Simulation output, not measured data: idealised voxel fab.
A process module follows: voxel capacitor over wiring.
Square cells of 5 nm make up the cross-section cut, whose width is 225 nm.
In what follows, cross-sections appear as grids of square cells, described through bands that run from the top down, where every band is one or more rows of cells.
It is stipulated that each band's entry specify, in nanometres, the height of the top of the band and then that of its bottom, followed by the materials of the band in left-to-right sequence, each together with its width in nanometres. A single material marked by the word "edge to edge" is understood to fill the band from edge to edge; the word "blank" is understood to denote empty space.
Convention: height 0 is the level below which the wafer, as received, is all one material. The lowest band does not terminate at the bottom but continues downward, represented as "0 down".
A two-number width, for instance "30->40", indicates that the width is equal to the first number in the top row of the band and to the second number in the bottom row, and that it changes by a constant amount per row of cells.
Reading "no modifications" for a step: not a cell of the cross-section changed in it.
Entry "Cavities, sealed" = empty spaces >= 8 cells with no open way to the top; each as width x height at distance, distance from left edge, all nm.
Where a step's line continues beyond its settings, the continuation is a remark by the simulator itself on that step.
overlay nm: how far to the right of its planned place the mask lay on this masked step (negative: to the left).

Steps in the process plan
| 1 | RECEIVE (material Si) |
| 2 | CONFORMAL_DEP (material SiO2; thk nm 15) |
| 3 | DIRECTIONAL_DEP (material TiN; thk nm 5) |
| 4 | DIRECTIONAL_DEP (material W; thk nm 15) |
| 5 | MASKED_ETCH (tone cover; mask id METAL_1; width nm 25; pitch nm 95; etch materials W; depth nm 15; overlay nm 0) |
| 6 | MASKED_ETCH (tone cover; mask id METAL_1; width nm 25; pitch nm 95; etch materials TiN; depth nm 5; overlay nm 0) |
| 7 | CONFORMAL_DEP (material SiCN; thk nm 5) |
| 8 | FILL_DEP (material lowk; thk nm 5) |
| 9 | CMP (height nm 35) |
| 10 | CONFORMAL_DEP (material SiCN; thk nm 5) |
| 11 | DIRECTIONAL_DEP (material lowk; thk nm 15) |
| 12 | PATTERN (tone open; mask id PLUG_1; material resist; width nm 15; thk nm 20; overlay nm 0) |
| 13 | DIRECTIONAL_ETCH (etch materials lowk; depth nm 15) |
| 14 | DIRECTIONAL_ETCH (etch materials SiCN; depth nm 5) |
| 15 | STRIP (etch materials resist) |
| 16 | CONFORMAL_DEP (material TiN; thk nm 5) |
| 17 | FILL_DEP (material Ru; thk nm 10) |
| 18 | CMP (height nm 55) |
| 19 | DIRECTIONAL_DEP (material TiN; thk nm 5) |
| 20 | DIRECTIONAL_DEP (material SiN; thk nm 5) |
| 21 | DIRECTIONAL_DEP (material TiN; thk nm 5) |
| 22 | PATTERN (tone cover; mask id UPPER_PLATE; material resist; width nm 75; thk nm 15; overlay nm 0) |
| 23 | DIRECTIONAL_ETCH (etch materials TiN; depth nm 5) |
| 24 | DIRECTIONAL_ETCH (etch materials SiN; depth nm 5) |
| 25 | STRIP (etch materials resist) |
| 26 | MASKED_ETCH (tone cover; mask id LOWER_PLATE; width nm 85; etch materials TiN; depth nm 5; overlay nm 0) |
| 27 | FILL_DEP (material SiO2; thk nm 20) |
| 28 | CMP (height nm 85) |
| 29 | MASKED_ETCH (tone open; mask id PLUG_2; width nm 15; etch materials SiO2; depth nm 15; overlay nm 0) |
| 30 | CONFORMAL_DEP (material TiN; thk nm 5) |
| 31 | FILL_DEP (material Ru; thk nm 10) |
| 32 | CMP (height nm 85) |
| 33 | CONFORMAL_DEP (material SiN; thk nm 5) |

Cross-section, incoming material, after step 1
    0 down  Si edge to edge
    Cavities, sealed: none

The first of two wafers, cross-sectioned at the end of the module, with the run proceeding as planned
    90 to 85  SiN edge to edge
    85 to 75  SiO2 (70) | TiN (5) | Ru (5) | TiN (5) | SiO2 (140)
    75 to 65  SiO2 (70->60) | TiN (15->75) | SiO2 (140->90)
    65 to 60  SiO2 (60) | SiN (75) | SiO2 (90)
    60 to 55  SiO2 (55) | TiN (85) | SiO2 (85)
    55 to 40  lowk (60) | TiN (5) | Ru (5) | TiN (5) | lowk (150)
    40 to 35  SiCN (60) | TiN (15) | SiCN (150)
    35 to 20  lowk (45) | SiCN (5) | W (25) | SiCN (5) | lowk (60) | SiCN (5) | W (25) | SiCN (5) | lowk (50)
    20 to 15  SiCN (50) | TiN (25) | SiCN (70) | TiN (25) | SiCN (55)
    15 to 0  SiO2 edge to edge
    0 down  Si edge to edge
    Cavities, sealed: none

Here's the second of our two wafers sectioned at module end. Same start as the first, same plan, but one mistake got made running it
    90 to 85  SiN edge to edge
    85 to 75  SiO2 (70) | TiN (5) | Ru (5) | TiN (5) | SiO2 (140)
    75 to 65  SiO2 (70->60) | TiN (15->75) | SiO2 (140->90)
    65 to 60  SiO2 (60) | SiN (75) | SiO2 (90)
    60 to 55  SiO2 (55) | TiN (85) | SiO2 (85)
    55 to 40  lowk (60) | TiN (5) | Ru (10) | TiN (5) | lowk (145)
    40 to 35  SiCN (60) | TiN (20) | SiCN (145)
    35 to 20  lowk (45) | SiCN (5) | W (25) | SiCN (5) | lowk (60) | SiCN (5) | W (25) | SiCN (5) | lowk (50)
    20 to 15  SiCN (50) | TiN (25) | SiCN (70) | TiN (25) | SiCN (55)
    15 to 0  SiO2 edge to edge
    0 down  Si edge to edge
    Cavities, sealed: none
Deviation from plan: in deviation from the planned setting, step 12 was conducted as PATTERN (tone open; mask id PLUG_1; material resist; width nm 20; thk nm 20; overlay nm 0)
Wafer comparison, final, in cells, second relative to first, materials more or fewer: Ru: 3 more, SiCN: 1 fewer, TiN: 1 more, lowk: 3 fewer
